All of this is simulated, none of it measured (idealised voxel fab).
Process module heading - voxel wiring stack
Section shown: cut. Width: 255 nm. Cell size: 5 nm, square.
Cross-section = grid of square cells, listed top down in bands; band = one or more rows.
Within each band entry, the heights of the top and of the bottom of the band appear first, in that order and in nm; the materials of the band then follow from left to right, each with its corresponding width in nm. The designation "all across" on a single material indicates that it fills the band from edge to edge; the designation "blank" indicates empty space.
Heights from 0 (as-received wafer is one material below). Bottom band endless downward, as "0 down".
Width spec "30->40" -> top row of cells at first value, bottom row at second value, equal per-row change in between.
Key: "no change" - step with no changed cell in the cross-section.
Reported under the label "Closed void inventory" are the empty spaces having no open way to the top and comprising 8 cells or more; the notation for each is width x height at distance, in which the distance is measured from the left edge and all three values are in nm.
Anything after a step's settings on that line? It's the simulator's own note about the step.
overlay nm, on a step with a mask: how far to the right of its planned place the mask lay; to the left if negative

This section lists the process steps that were planned:
- 1: RECEIVE [material Si]
- 2: CONFORMAL_DEP [material SiO2] [thk nm 15]
- 3: CONFORMAL_DEP [material SiN] [thk nm 5]
- 4: DIRECTIONAL_DEP [material lowk] [thk nm 15]
- 5: DIRECTIONAL_DEP [material aC] [thk nm 10]
- 6: PATTERN [tone open] [mask id METAL_1] [material resist] [width nm 20] [pitch nm 35] [thk nm 25] [overlay nm 0]
- 7: DIRECTIONAL_ETCH [etch materials aC] [depth nm 10]
- 8: STRIP [etch materials resist]
- 9: DIRECTIONAL_ETCH [etch materials lowk] [depth nm 15]
- 10: DIRECTIONAL_ETCH [etch materials SiN] [depth nm 5]
- 11: STRIP [etch materials aC]
- 12: CONFORMAL_DEP [material TiN] [thk nm 5]
- 13: FILL_DEP [material Cu] [thk nm 10]
- 14: CMP [height nm 35]
- 15: CONFORMAL_DEP [material SiCN] [thk nm 5]
- 16: DIRECTIONAL_DEP [material lowk] [thk nm 30]
- 17: PATTERN [tone open] [mask id METAL_2_HOLES] [material resist] [width nm 15] [pitch nm 70] [thk nm 15] [overlay nm 0]
- 18: DIRECTIONAL_ETCH [etch materials lowk] [depth nm 30]
- 19: STRIP [etch materials resist]
- 20: MASKED_ETCH [tone open] [mask id METAL_2] [width nm 20] [pitch nm 35] [etch materials lowk] [depth nm 20] [overlay nm 0]
- 21: MASKED_ETCH [tone open] [mask id METAL_2] [width nm 20] [pitch nm 35] [etch materials SiCN] [depth nm 5] [overlay nm 0]
- 22: CONFORMAL_DEP [material TiN] [thk nm 5]
- 23: FILL_DEP [material Cu] [thk nm 5]
- 24: CMP [height nm 70]
- 25: CONFORMAL_DEP [material SiN] [thk nm 5]

As-received wafer cross-section (after step 1):
  0 down = Si all across
  Closed void inventory: none

Looking at the first of two wafers in cross-section at end of module - ran to plan:
  75 to 70 = SiN all across
  70 to 55 = lowk 65  TiN 5  Cu 10  TiN 5  lowk 15  TiN 5  Cu 10  TiN 5  lowk 15  TiN 5  Cu 10  TiN 5  lowk 15  TiN 5  Cu 10  TiN 5  lowk 65
  55 to 50 = lowk 65  TiN 5  Cu 5  TiN 10  lowk 15  TiN 20  lowk 15  TiN 5  Cu 5  TiN 10  lowk 15  TiN 20  lowk 65
  50 to 40 = lowk 65  TiN 5  Cu 5  TiN 5  lowk 55  TiN 5  Cu 5  TiN 5  lowk 105
  40 to 35 = SiCN 65  TiN 15  SiCN 55  TiN 15  SiCN 105
  35 to 20 = lowk 65  TiN 5  Cu 10  TiN 5  lowk 15  TiN 5  Cu 10  TiN 5  lowk 15  TiN 5  Cu 10  TiN 5  lowk 15  TiN 5  Cu 10  TiN 5  lowk 65
  20 to 15 = SiN 65  TiN 20  SiN 15  TiN 20  SiN 15  TiN 20  SiN 15  TiN 20  SiN 65
  15 to 0 = SiO2 all across
  0 down = Si all across
  Closed void inventory: none

Cross-section at end of module for the second wafer of two, which matched the first in starting point and plan and differed by one mistake in its processing:
  75 to 70 = SiN all across
  70 to 55 = lowk 65  TiN 5  Cu 10  TiN 5  lowk 15  TiN 5  Cu 10  TiN 5  lowk 15  TiN 5  Cu 10  TiN 5  lowk 15  TiN 5  Cu 10  TiN 5  lowk 65
  55 to 50 = lowk 65  TiN 5  Cu 5  TiN 10  lowk 15  TiN 20  lowk 15  TiN 5  Cu 5  TiN 10  lowk 15  TiN 20  lowk 65
  50 to 40 = lowk 65  TiN 5  Cu 5  TiN 5  lowk 55  TiN 5  Cu 5  TiN 5  lowk 105
  40 to 35 = SiCN 65  TiN 15  SiCN 55  TiN 15  SiCN 105
  35 to 20 = Cu 60  TiN 5  lowk 20  TiN 5  Cu 5  TiN 5  lowk 20  TiN 5  Cu 5  TiN 5  lowk 20  TiN 5  Cu 5  TiN 5  lowk 20  TiN 5  Cu 60
  20 to 15 = TiN 65  SiN 20  TiN 15  SiN 20  TiN 15  SiN 20  TiN 15  SiN 20  TiN 65
  15 to 0 = SiO2 all across
  0 down = Si all across
  Closed void inventory: none
In executing the process, a mistake was made relative to the plan: step 6 changed vs plan, executed as PATTERN [tone cover] [mask id METAL_1] [material resist] [width nm 20] [pitch nm 35] [thk nm 25] [overlay nm 0]
Final comparison by cell count, materials where the second wafer has more or fewer than the first: Cu: 57 more; SiN: 19 fewer; TiN: 19 more; lowk: 57 fewer
